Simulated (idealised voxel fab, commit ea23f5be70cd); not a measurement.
The document below concerns the process module designated voxel trench capacitor.
Cross-section cut spans 275 nm and uses square cells 5 nm in size.
This document writes a cross-section as a grid whose cells are square, and gives it as bands, listed from the top down; one or more rows of cells form a band. Quick guide to a band line: top height, bottom height (nm) up front; then every material left to right with its width in nm. Only one material and it's marked "edge to edge"? Then it fills the band edge to edge. And "air" just means empty space. Height 0 is the level under which the wafer as received is all one material. The lowest band goes on downwards, as in "0 and below". Graded width ("30..40"): value in top row of band = first number; value in bottom row = second number; row-to-row change constant. "nothing different" -> step changed no cross-section cell. Listed in "Voids, fully enclosed": every empty space of 8 or more cells without an open way to the top. Form: width x height at distance, the distance being from the left edge, all in nm. Whatever follows a step's settings on its line is a remark the simulator itself makes about that step. "overlay nm" answers the question of how far to the right of plan the mask lay on a step that has a mask, and when it is negative the answer is to the left.
[Process steps - plan]
1 RECEIVE with material Si
2 CONFORMAL_DEP with material SiN, thk nm 5
3 PATTERN with tone open, mask id TRENCH, material resist, width nm 30, pitch nm 50, thk nm 15, overlay nm 0
4 DIRECTIONAL_ETCH with etch materials SiN, depth nm 5
5 DIRECTIONAL_ETCH with etch materials Si, depth nm 15
6 STRIP with etch materials resist
7 CONFORMAL_DEP with material HfO2, thk nm 5
8 CONFORMAL_DEP with material TiN, thk nm 5
9 FILL_DEP with material W, thk nm 10
10 CMP with height nm 5
Heads up: all these wafers start the same, and what changes between them is the depth nm in step 5. The value you see in the plan is just what the first wafer got.
[This is how the first of several wafers looked in cross-section when it arrived, which is after step 1]
> 0 and below  Si edge to edge
> Voids, fully enclosed: none
[Row per wafer, end-of-module: cell gain (+)/loss (-) by material since the wafer came in, then closed voids]
depth nm 15; +24 HfO2; -36 Si; +43 SiN; +16 TiN; +8 W; Voids, fully enclosed: none
depth nm 20; +28 HfO2; -48 Si; +43 SiN; +20 TiN; +12 W; Voids, fully enclosed: none
depth nm 25; +32 HfO2; -60 Si; +43 SiN; +24 TiN; +16 W; Voids, fully enclosed: none
depth nm 30; +36 HfO2; -72 Si; +43 SiN; +28 TiN; +20 W; Voids, fully enclosed: none
depth nm 35; +40 HfO2; -84 Si; +43 SiN; +32 TiN; +24 W; Voids, fully enclosed: none
depth nm 40; +44 HfO2; -96 Si; +43 SiN; +36 TiN; +28 W; Voids, fully enclosed: none
